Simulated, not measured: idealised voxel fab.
Title: Process Module voxel ribs on slabs
175 nm wide, 5 nm square cells: that's cross-section cut.
Cross-section spec: square-cell grid; bands listed top down; each band is one or more rows.
Look at the band entry: it leads with the top's height and the bottom's height in nm. Then it lists the materials left to right, with a width in nm for each. The word "everywhere" on a single material says that material fills the band edge to edge. The word "blank" is empty space.
Heads up on the height convention: 0 is the point under which the incoming wafer is all one material, and the lowest band has no bottom, it just keeps going down, like "0 down".
It should be noted that a width expressed as "30..40" varies in equal increments from row to row of cells within the band, taking the value of the first number at the top row and that of the second number at the bottom row.
What does "no change" mean for a step? It means no cell of the cross-section changed in that step.
"Entrapped void list" means: voids of 8 cells or more that are shut off from the top with no open way through. Written width x height at distance, distance from the left edge, in nm.
That trailing text on a step's line, after the settings, is the simulator's own remark on the step.
overlay nm: mask offset rightward from planned place, masked step; negative means leftward offset.
The steps planned for the process are as follows:
| 1 | RECEIVE [material Si] |
| 2 | DIRECTIONAL_DEP [material SiO2] [thk nm 30] |
| 3 | DIRECTIONAL_DEP [material polySi] [thk nm 25] |
| 4 | MASKED_ETCH [tone cover] [mask id RIB] [width nm 25] [etch materials polySi] [depth nm 15] [overlay nm 0] |
| 5 | MASKED_ETCH [tone cover] [mask id SLAB] [width nm 65] [etch materials polySi] [depth nm 10] [overlay nm 0] |
| 6 | FILL_DEP [material SiO2] [thk nm 25] |
| 7 | CMP [height nm 70] |
| 8 | DIRECTIONAL_DEP [material W] [thk nm 5] |
| 9 | MASKED_ETCH [tone cover] [mask id HEATER] [width nm 35] [etch materials W] [depth nm 5] [overlay nm 0] |
| 10 | CONFORMAL_DEP [material SiN] [thk nm 5] |
Wafer, first of two, run as planned:
Incoming wafer, cross-sectional view, post step 1:
* 0 down = Si everywhere
* Entrapped void list: none
How the wafer stands in section after step 2:
* 30 to 0 = SiO2 everywhere
* Whatever lies below 0 is exactly as it was before.
How the wafer stands in section after step 3:
* 55 to 30 = polySi everywhere
* Whatever lies below 30 is exactly as it was before.
How the wafer stands in section after step 4:
* 55 to 40 = blank 75 nm / polySi 25 nm / blank 75 nm
* Whatever lies below 40 is exactly as it was before.
How the wafer stands in section after step 5:
* 55 to 40 = blank 75 nm / polySi 25 nm / blank 75 nm
* 40 to 30 = blank 55 nm / polySi 65 nm / blank 55 nm
* Whatever lies below 30 is exactly as it was before.
How the wafer stands in section after step 6:
* 80 to 55 = SiO2 everywhere
* 55 to 40 = SiO2 75 nm / polySi 25 nm / SiO2 75 nm
* 40 to 30 = SiO2 55 nm / polySi 65 nm / SiO2 55 nm
* Whatever lies below 30 is exactly as it was before.
How the wafer stands in section after step 7:
* 70 to 55 = SiO2 everywhere
* Whatever lies below 55 is exactly as it was before.
How the wafer stands in section after step 8:
* 75 to 70 = W everywhere
* Whatever lies below 70 is exactly as it was before.
How the wafer stands in section after step 9:
* 75 to 70 = blank 70 nm / W 35 nm / blank 70 nm
* Whatever lies below 70 is exactly as it was before.
How the wafer stands in section after step 10:
* 80 to 75 = blank 65 nm / SiN 45 nm / blank 65 nm
* 75 to 70 = SiN 70 nm / W 35 nm / SiN 70 nm
* Whatever lies below 70 is exactly as it was before.
Second wafer: like start, like plan, one mistake. Through step 8 it matches the first wafer:
Cross-section of the second wafer corresponding to the planned conclusion of step 9:
* 75 to 70 = blank 65 nm / W 35 nm / blank 75 nm
* Whatever lies below 70 is exactly as it was before.
Cross-section of the second wafer corresponding to the planned conclusion of step 10:
* 80 to 75 = blank 60 nm / SiN 45 nm / blank 70 nm
* 75 to 70 = SiN 65 nm / W 35 nm / SiN 75 nm
* Whatever lies below 70 is exactly as it was before.
Which mistake was made when the wafer was run? contrary to plan, step 9 was performed as MASKED_ETCH [tone cover] [mask id HEATER] [width nm 35] [etch materials W] [depth nm 5] [overlay nm -5]
Matching per-material cell counts, mismatched positions: that is how the second wafer compares with the first at the end.
